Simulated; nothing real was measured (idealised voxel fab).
Name of the process module below: voxel fin reveal
The cross-section shown here is cut; it is 175 nm wide and divided into square cells measuring 5 nm on a side.
Cross-section spec: square-cell grid; bands listed top down; each band is one or more rows. Per band: top height and bottom height in nm, followed by the left-to-right materials and their widths in nm; "all across" marks a single material spanning edge to edge, "blank" marks empty space. Height reference: 0 = level under which incoming wafer is all one material. Lowest band: no bottom, runs on downward, e.g. "z 0 and below". The expression "30..40" gives the width at the extremes of the band, the first number at its top row of cells and the second at its bottom row, with the width changing by equal amounts from each row to the next in between. "no change", as given for a step, is the statement that not any cell of the cross-section underwent a change during that step. Listed in "Closed cavities": every empty space of 8 or more cells without an open way to the top. Form: width x height at distance, the distance being from the left edge, all in nm. Where a step's line continues beyond its settings, the continuation is a remark by the simulator itself on that step. A step's line can hold "overlay nm"; with a mask on that step, the setting says how far right of the planned place the mask lay, while a negative setting says it lay to the left.
Plan
1) RECEIVE | material Si
2) CONFORMAL_DEP | material SiN | thk nm 10
3) DIRECTIONAL_DEP | material aC | thk nm 10
4) PATTERN | tone cover | mask id FINS | material resist | width nm 15 | pitch nm 45 | thk nm 25 | overlay nm 0
5) DIRECTIONAL_ETCH | etch materials aC | depth nm 10
6) STRIP | etch materials resist
7) DIRECTIONAL_ETCH | etch materials SiN | depth nm 10
8) DIRECTIONAL_ETCH | etch materials Si | depth nm 35
9) STRIP | etch materials aC
10) FILL_DEP | material SiO2 | thk nm 15
11) CMP | height nm 10
12) SELECTIVE_ETCH | etch materials SiO2 | depth nm 35
13) STRIP | etch materials SiN
As-received state of the wafer in cross-section, equivalent to post-step 1
> z 0 and below  Si all across
> Closed cavities: none
First of two wafers at the end of the module, shown in cross-section; run carried out as planned
> z 0 to -25  35 nm blank / 15 nm Si / 30 nm blank / 15 nm Si / 30 nm blank / 15 nm Si / 35 nm blank
> z -25 to -35  35 nm SiO2 / 15 nm Si / 30 nm SiO2 / 15 nm Si / 30 nm SiO2 / 15 nm Si / 35 nm SiO2
> z -35 and below  Si all across
> Closed cavities: none
End-of-module cross-section of the second wafer: identical starting point and process plan to the first, with one processing mistake
> z 0 to -25  35 nm blank / 15 nm Si / 30 nm blank / 15 nm Si / 30 nm blank / 15 nm Si / 35 nm blank
> z -25 to -70  35 nm SiO2 / 15 nm Si / 30 nm SiO2 / 15 nm Si / 30 nm SiO2 / 15 nm Si / 35 nm SiO2
> z -70 and below  Si all across
> Closed cavities: none
Deviation noted in wafer processing: step 8, plan: ran twice
Materials where the second wafer ends with more or fewer cells than the first: Si: 182 fewer, SiO2: 182 more
